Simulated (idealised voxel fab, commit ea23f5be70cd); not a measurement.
process module | voxel air gaps
cross-section cut | 230 nm wide | cells 5 nm
A cross-section is a grid of square cells, given in bands from the top down. A band is one or more rows of cells.
Each band's line starts with the height of the band's top and of its bottom, in nm. Then come its materials from left to right, each with its width in nm. One material with "throughout" fills the band from edge to edge. "air" is empty space.
Height 0 is the level under which the wafer as received is all one material. The lowest band goes on downwards, as in "0 down".
A width such as "30 to 40" changes by the same amount from each row of cells to the next, from the band's top row to its bottom row.
"no change" after a step means that no cell of the cross-section changed.
closed voids: empty space of 8 cells or more with no open way to the top, each as width x height at its distance from the left edge, in nm
after a step's settings: what the simulator itself notes on the step
overlay nm, on a step with a mask: how far to the right of its planned place the mask lay; to the left if negative
plan
1 op RECEIVE | material Si
2 op CONFORMAL_DEP | material SiO2 | thk nm 10
3 op CONFORMAL_DEP | material SiN | thk nm 5
4 op DIRECTIONAL_DEP | material lowk | thk nm 40
5 op PATTERN | tone open | mask id LINES | material resist | width nm 20 | pitch nm 45 | thk nm 20 | overlay nm -15
6 op DIRECTIONAL_ETCH | etch materials lowk | depth nm 40
7 op STRIP | etch materials resist
8 op CONFORMAL_DEP | material TiN | thk nm 5
9 op FILL_DEP | material Ru | thk nm 5
10 op CMP | height nm 55
11 op EPI | material Ru | thk nm 10
12 op SELECTIVE_ETCH | etch materials lowk | depth nm 50
13 op CONFORMAL_DEP | material SiCN | thk nm 5
varied across the wafers: overlay nm of step 5. The plan shows the first wafer's value. All wafers start alike
first wafer as received, after step 1
  0 down: Si throughout
  closed voids: none
first wafer at the end, after step 13
  70 to 65: air 5 | SiCN 185 | air 40
  65 to 55: air 5 | SiCN 5 | Ru 40 | SiCN 5 | Ru 40 | SiCN 5 | Ru 40 | SiCN 5 | Ru 40 | SiCN 5 | air 40
  55 to 50: air 5 | SiCN 15 | TiN 5 | Ru 10 | TiN 5 | SiCN 25 | TiN 5 | Ru 10 | TiN 5 | SiCN 25 | TiN 5 | Ru 10 | TiN 5 | SiCN 25 | TiN 5 | Ru 10 | TiN 5 | SiCN 15 | air 40
  50 to 20: air 15 | SiCN 5 | TiN 5 | Ru 10 | TiN 5 | SiCN 5 | air 15 | SiCN 5 | TiN 5 | Ru 10 | TiN 5 | SiCN 5 | air 15 | SiCN 5 | TiN 5 | Ru 10 | TiN 5 | SiCN 5 | air 15 | SiCN 5 | TiN 5 | Ru 10 | TiN 5 | SiCN 5 | air 50
  20 to 15: SiCN 20 | TiN 20 | SiCN 25 | TiN 20 | SiCN 25 | TiN 20 | SiCN 25 | TiN 20 | SiCN 55
  15 to 10: SiN throughout
  10 to 0: SiO2 throughout
  0 down: Si throughout
  closed voids: 15 x 30 at 45; 15 x 30 at 90; 15 x 30 at 135
last wafer at the end
  70 to 65: air 35 | SiCN 185 | air 10
  65 to 55: air 35 | SiCN 5 | Ru 40 | SiCN 5 | Ru 40 | SiCN 5 | Ru 40 | SiCN 5 | Ru 40 | SiCN 5 | air 10
  55 to 50: air 35 | SiCN 15 | TiN 5 | Ru 10 | TiN 5 | SiCN 25 | TiN 5 | Ru 10 | TiN 5 | SiCN 25 | TiN 5 | Ru 10 | TiN 5 | SiCN 25 | TiN 5 | Ru 10 | TiN 5 | SiCN 15 | air 10
  50 to 20: air 45 | SiCN 5 | TiN 5 | Ru 10 | TiN 5 | SiCN 5 | air 15 | SiCN 5 | TiN 5 | Ru 10 | TiN 5 | SiCN 5 | air 15 | SiCN 5 | TiN 5 | Ru 10 | TiN 5 | SiCN 5 | air 15 | SiCN 5 | TiN 5 | Ru 10 | TiN 5 | SiCN 5 | air 20
  20 to 15: SiCN 50 | TiN 20 | SiCN 25 | TiN 20 | SiCN 25 | TiN 20 | SiCN 25 | TiN 20 | SiCN 25
  15 to 10: SiN throughout
  10 to 0: SiO2 throughout
  0 down: Si throughout
  closed voids: 15 x 30 at 75; 15 x 30 at 120; 15 x 30 at 165
each wafer at the end: cells of each material gained (+) or lost (-) since it was received, then its closed voids
overlay nm -15 | +120 Ru | +146 SiCN | +46 SiN | +92 SiO2 | +72 TiN | closed voids: 15 x 30 at 45; 15 x 30 at 90; 15 x 30 at 135
overlay nm -10 | +120 Ru | +146 SiCN | +46 SiN | +92 SiO2 | +72 TiN | closed voids: 15 x 30 at 50; 15 x 30 at 95; 15 x 30 at 140
overlay nm -5 | +120 Ru | +146 SiCN | +46 SiN | +92 SiO2 | +72 TiN | closed voids: 15 x 30 at 55; 15 x 30 at 100; 15 x 30 at 145
overlay nm 0 | +120 Ru | +146 SiCN | +46 SiN | +92 SiO2 | +72 TiN | closed voids: 15 x 30 at 60; 15 x 30 at 105; 15 x 30 at 150
overlay nm 5 | +120 Ru | +146 SiCN | +46 SiN | +92 SiO2 | +72 TiN | closed voids: 15 x 30 at 65; 15 x 30 at 110; 15 x 30 at 155
overlay nm 10 | +120 Ru | +146 SiCN | +46 SiN | +92 SiO2 | +72 TiN | closed voids: 15 x 30 at 70; 15 x 30 at 115; 15 x 30 at 160
overlay nm 15 | +120 Ru | +146 SiCN | +46 SiN | +92 SiO2 | +72 TiN | closed voids: 15 x 30 at 75; 15 x 30 at 120; 15 x 30 at 165
